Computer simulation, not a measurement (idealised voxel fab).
This section sets out a process module, namely voxel ribs on slabs.
295 nm wide, 5 nm square cells: that's cross-section cut.
Bands, listed from the top down, are how a cross-section gets written in this document; the cross-section itself is a grid of square cells, and a band is one or more rows of them. Quick guide to a band line: top height, bottom height (nm) up front; then every material left to right with its width in nm. Only one material and it's marked "edge to edge"? Then it fills the band edge to edge. And "air" just means empty space. Height is counted from the level 0, under which the received wafer is composed throughout of one material. The lowest of the bands is not closed at the bottom but continues downward, in the notation "0..down". The width entry "30..40" should be interpreted row by row: the top row of cells in the band takes the first number, the bottom row takes the second number, and the change between adjacent rows is uniform throughout. What does "stayed the same" mean for a step? It means no cell of the cross-section changed in that step. Empty spaces counting at least 8 cells and having no open way to the top are listed in "Fully sealed voids". The notation width x height at distance is used for each, the distance being from the left edge and all three values in nm. Text after the settings on a step's line: the simulator's own remark on that step. "overlay nm", when on a step's line for a step with a mask, measures how far to the right of its planned place the mask lay; a negative measure means to the left.
## The following list gives the planned process steps
- 1: op RECEIVE | material Si
- 2: op DIRECTIONAL_DEP | material SiO2 | thk nm 30
- 3: op DIRECTIONAL_DEP | material SiN | thk nm 15
- 4: op DIRECTIONAL_DEP | material aC | thk nm 10
- 5: op PATTERN | tone cover | mask id RIB | material resist | width nm 20 | thk nm 25 | overlay nm 0
- 6: op DIRECTIONAL_ETCH | etch materials aC | depth nm 10
- 7: op STRIP | etch materials resist
- 8: op DIRECTIONAL_ETCH | etch materials SiN | depth nm 5
- 9: op STRIP | etch materials aC
- 10: op PATTERN | tone cover | mask id SLAB | material resist | width nm 70 | thk nm 15 | overlay nm 0
- 11: op DIRECTIONAL_ETCH | etch materials SiN | depth nm 10
- 12: op STRIP | etch materials resist
- 13: op FILL_DEP | material SiO2 | thk nm 20
- 14: op CMP | height nm 55
- 15: op DIRECTIONAL_DEP | material TiN | thk nm 5
- 16: op PATTERN | tone cover | mask id HEATER | material resist | width nm 30 | thk nm 15 | overlay nm 0
- 17: op DIRECTIONAL_ETCH | etch materials TiN | depth nm 5
- 18: op STRIP | etch materials resist
- 19: op CONFORMAL_DEP | material SiN | thk nm 10
## Wafer as received: cross-section following step 1
- 0..down | Si edge to edge
- Fully sealed voids: none
## The first of the two wafers as seen in cross-section once the module was finished; processing followed the plan
- 70..65 | air: 120  SiN: 50  air: 125
- 65..60 | SiN edge to edge
- 60..55 | SiN: 130  TiN: 30  SiN: 135
- 55..45 | SiO2 edge to edge
- 45..40 | SiO2: 135  SiN: 20  SiO2: 140
- 40..30 | SiO2: 110  SiN: 70  SiO2: 115
- 30..0 | SiO2 edge to edge
- 0..down | Si edge to edge
- Fully sealed voids: none
## Now the second wafer, cross-sectioned at the end of the module. Nothing different at the start, nothing different in the plan compared with the first, just one mistake when it was actually run
- 80..75 | air: 120  SiN: 50  air: 125
- 75..70 | SiN edge to edge
- 70..65 | SiN: 130  TiN: 30  SiN: 135
- 65..55 | TiN edge to edge
- 55..45 | SiO2 edge to edge
- 45..40 | SiO2: 135  SiN: 20  SiO2: 140
- 40..30 | SiO2: 110  SiN: 70  SiO2: 115
- 30..0 | SiO2 edge to edge
- 0..down | Si edge to edge
- Fully sealed voids: none
Processing error: step 15 went in with a setting other than planned; the actual run was op DIRECTIONAL_DEP | material TiN | thk nm 15
End of process, cell counts, second wafer against first, materials with more or fewer: TiN: 118 more
